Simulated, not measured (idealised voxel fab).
Module name: voxel quadruple lines (process module)
145 nm wide, 5 nm square cells: that's cross-section cut.
Heads up, the way a cross-section reads in here is a grid of square cells, handed over as bands from the top down, with every band being one or more rows of cells. Within each band entry, the heights of the top and of the bottom of the band appear first, in that order and in nm; the materials of the band then follow from left to right, each with its corresponding width in nm. The designation "edge to edge" on a single material indicates that it fills the band from edge to edge; the designation "air" indicates empty space. Note: height 0 marks the level under which the wafer is uniformly one material as received. Lowest band unbounded below, written "0 down". The two numbers in a width such as "30 to 40" mark its ends across the band: the first belongs to the top row of cells, the second to the bottom row, and from each row to the next the width moves by the same amount. Step marked "no modification"? Then no cell in the cross-section changed in it. Voids not open to the top, 8 cells minimum: see "Sealed cavities". Written width x height at distance; distance is from the left edge; nm. Post-settings text on a step line: simulator's own remark regarding the step. A step's line can hold "overlay nm"; with a mask on that step, the setting says how far right of the planned place the mask lay, while a negative setting says it lay to the left.

Steps in the process plan
- 1: RECEIVE [material Si]
- 2: CONFORMAL_DEP [material SiO2] [thk nm 10]
- 3: DIRECTIONAL_DEP [material W] [thk nm 10]
- 4: DIRECTIONAL_DEP [material polySi] [thk nm 20]
- 5: DIRECTIONAL_DEP [material aC] [thk nm 20]
- 6: PATTERN [tone cover] [mask id MANDREL] [material resist] [width nm 20] [thk nm 25] [overlay nm 0]
- 7: DIRECTIONAL_ETCH [etch materials aC] [depth nm 20]
- 8: STRIP [etch materials resist]
- 9: CONFORMAL_DEP [material SiO2] [thk nm 10]
- 10: DIRECTIONAL_ETCH [etch materials SiO2] [depth nm 10]
- 11: STRIP [etch materials aC]
- 12: DIRECTIONAL_ETCH [etch materials polySi] [depth nm 20]
- 13: STRIP [etch materials SiO2]
- 14: CONFORMAL_DEP [material SiCN] [thk nm 5]
- 15: DIRECTIONAL_ETCH [etch materials SiCN] [depth nm 5]
- 16: STRIP [etch materials polySi]
- 17: DIRECTIONAL_ETCH [etch materials W] [depth nm 10]
- 18: STRIP [etch materials SiCN]

First wafer out of two, processed as planned

Cross-sectional view of the wafer in its as-received condition, corresponding to the state after step 1
- 0 down = Si edge to edge
- Sealed cavities: none

Cross-sectional representation of the wafer at the conclusion of step 2
- 10 to 0 = SiO2 edge to edge
- Below 0, no change.

Cross-sectional representation of the wafer at the conclusion of step 3
- 20 to 10 = W edge to edge
- Below 10, no change.

Cross-sectional representation of the wafer at the conclusion of step 4
- 40 to 20 = polySi edge to edge
- Below 20, no change.

Cross-sectional representation of the wafer at the conclusion of step 5
- 60 to 40 = aC edge to edge
- Below 40, no change.

Cross-sectional representation of the wafer at the conclusion of step 6
- 85 to 60 = air: 60, resist: 20, air: 65
- Below 60, no change.

Cross-sectional representation of the wafer at the conclusion of step 7
- 65 to 60 = air: 60, resist: 20, air: 65
- 60 to 40 = air: 60, aC: 20, air: 65
- Below 40, no change.

Cross-sectional representation of the wafer at the conclusion of step 8
- 60 to 40 = air: 60, aC: 20, air: 65
- Below 40, no change.

Cross-sectional representation of the wafer at the conclusion of step 9
- 70 to 60 = air: 50, SiO2: 40, air: 55
- 60 to 50 = air: 50, SiO2: 10, aC: 20, SiO2: 10, air: 55
- 50 to 40 = SiO2: 60, aC: 20, SiO2: 65
- Below 40, no change.

Cross-sectional representation of the wafer at the conclusion of step 10
- 60 to 40 = air: 50, SiO2: 10, aC: 20, SiO2: 10, air: 55
- Below 40, no change.

Cross-sectional representation of the wafer at the conclusion of step 11
- 60 to 40 = air: 50, SiO2: 10, air: 20, SiO2: 10, air: 55
- Below 40, no change.

Cross-sectional representation of the wafer at the conclusion of step 12
- 60 to 40 = air: 50, SiO2: 10, air: 20, SiO2: 10, air: 55
- 40 to 20 = air: 50, polySi: 10, air: 20, polySi: 10, air: 55
- Below 20, no change.

Cross-sectional representation of the wafer at the conclusion of step 13
- 40 to 20 = air: 50, polySi: 10, air: 20, polySi: 10, air: 55
- Below 20, no change.

Cross-sectional representation of the wafer at the conclusion of step 14
- 45 to 40 = air: 45, SiCN: 20, air: 10, SiCN: 20, air: 50
- 40 to 25 = air: 45, SiCN: 5, polySi: 10, SiCN: 5, air: 10, SiCN: 5, polySi: 10, SiCN: 5, air: 50
- 25 to 20 = SiCN: 50, polySi: 10, SiCN: 20, polySi: 10, SiCN: 55
- Below 20, no change.

Cross-sectional representation of the wafer at the conclusion of step 15
- 40 to 20 = air: 45, SiCN: 5, polySi: 10, SiCN: 5, air: 10, SiCN: 5, polySi: 10, SiCN: 5, air: 50
- Below 20, no change.

Cross-sectional representation of the wafer at the conclusion of step 16
- 40 to 20 = air: 45, SiCN: 5, air: 10, SiCN: 5, air: 10, SiCN: 5, air: 10, SiCN: 5, air: 50
- Below 20, no change.

Cross-sectional representation of the wafer at the conclusion of step 17
- 40 to 20 = air: 45, SiCN: 5, air: 10, SiCN: 5, air: 10, SiCN: 5, air: 10, SiCN: 5, air: 50
- 20 to 10 = air: 45, W: 5, air: 10, W: 5, air: 10, W: 5, air: 10, W: 5, air: 50
- Below 10, no change.

Cross-sectional representation of the wafer at the conclusion of step 18
- 20 to 10 = air: 45, W: 5, air: 10, W: 5, air: 10, W: 5, air: 10, W: 5, air: 50
- Below 10, no change.

Wafer two of two - same starting point, same process plan, one mistake in execution; matches wafer one up to and including step 1

Second wafer, section view, time point: scheduled end of step 2: no modification

Second wafer, section view, time point: scheduled end of step 3
- 10 to 0 = W edge to edge
- Below 0, no change.

Second wafer, section view, time point: scheduled end of step 4
- 30 to 10 = polySi edge to edge
- Below 10, no change.

Second wafer, section view, time point: scheduled end of step 5
- 50 to 30 = aC edge to edge
- Below 30, no change.

Second wafer, section view, time point: scheduled end of step 6
- 75 to 50 = air: 60, resist: 20, air: 65
- Below 50, no change.

Second wafer, section view, time point: scheduled end of step 7
- 55 to 50 = air: 60, resist: 20, air: 65
- 50 to 30 = air: 60, aC: 20, air: 65
- Below 30, no change.

Second wafer, section view, time point: scheduled end of step 8
- 50 to 30 = air: 60, aC: 20, air: 65
- Below 30, no change.

Second wafer, section view, time point: scheduled end of step 9
- 60 to 50 = air: 50, SiO2: 40, air: 55
- 50 to 40 = air: 50, SiO2: 10, aC: 20, SiO2: 10, air: 55
- 40 to 30 = SiO2: 60, aC: 20, SiO2: 65
- Below 30, no change.

Second wafer, section view, time point: scheduled end of step 10
- 50 to 30 = air: 50, SiO2: 10, aC: 20, SiO2: 10, air: 55
- Below 30, no change.

Second wafer, section view, time point: scheduled end of step 11
- 50 to 30 = air: 50, SiO2: 10, air: 20, SiO2: 10, air: 55
- Below 30, no change.

Second wafer, section view, time point: scheduled end of step 12
- 50 to 30 = air: 50, SiO2: 10, air: 20, SiO2: 10, air: 55
- 30 to 10 = air: 50, polySi: 10, air: 20, polySi: 10, air: 55
- Below 10, no change.

Second wafer, section view, time point: scheduled end of step 13
- 30 to 10 = air: 50, polySi: 10, air: 20, polySi: 10, air: 55
- Below 10, no change.

Second wafer, section view, time point: scheduled end of step 14
- 35 to 30 = air: 45, SiCN: 20, air: 10, SiCN: 20, air: 50
- 30 to 15 = air: 45, SiCN: 5, polySi: 10, SiCN: 5, air: 10, SiCN: 5, polySi: 10, SiCN: 5, air: 50
- 15 to 10 = SiCN: 50, polySi: 10, SiCN: 20, polySi: 10, SiCN: 55
- Below 10, no change.

Second wafer, section view, time point: scheduled end of step 15
- 30 to 10 = air: 45, SiCN: 5, polySi: 10, SiCN: 5, air: 10, SiCN: 5, polySi: 10, SiCN: 5, air: 50
- Below 10, no change.

Second wafer, section view, time point: scheduled end of step 16
- 30 to 10 = air: 45, SiCN: 5, air: 10, SiCN: 5, air: 10, SiCN: 5, air: 10, SiCN: 5, air: 50
- Below 10, no change.

Second wafer, section view, time point: scheduled end of step 17
- 30 to 10 = air: 45, SiCN: 5, air: 10, SiCN: 5, air: 10, SiCN: 5, air: 10, SiCN: 5, air: 50
- 10 to 0 = air: 45, W: 5, air: 10, W: 5, air: 10, W: 5, air: 10, W: 5, air: 50
- Below 0, no change.

Second wafer, section view, time point: scheduled end of step 18
- 10 to 0 = air: 45, W: 5, air: 10, W: 5, air: 10, W: 5, air: 10, W: 5, air: 50
- Below 0, no change.
What broke from the plan during processing? no execution of plan step 2; skipped
Upon completion, the second wafer contains, in terms of cells, a greater or smaller amount of certain materials than the first wafer: -58 SiO2
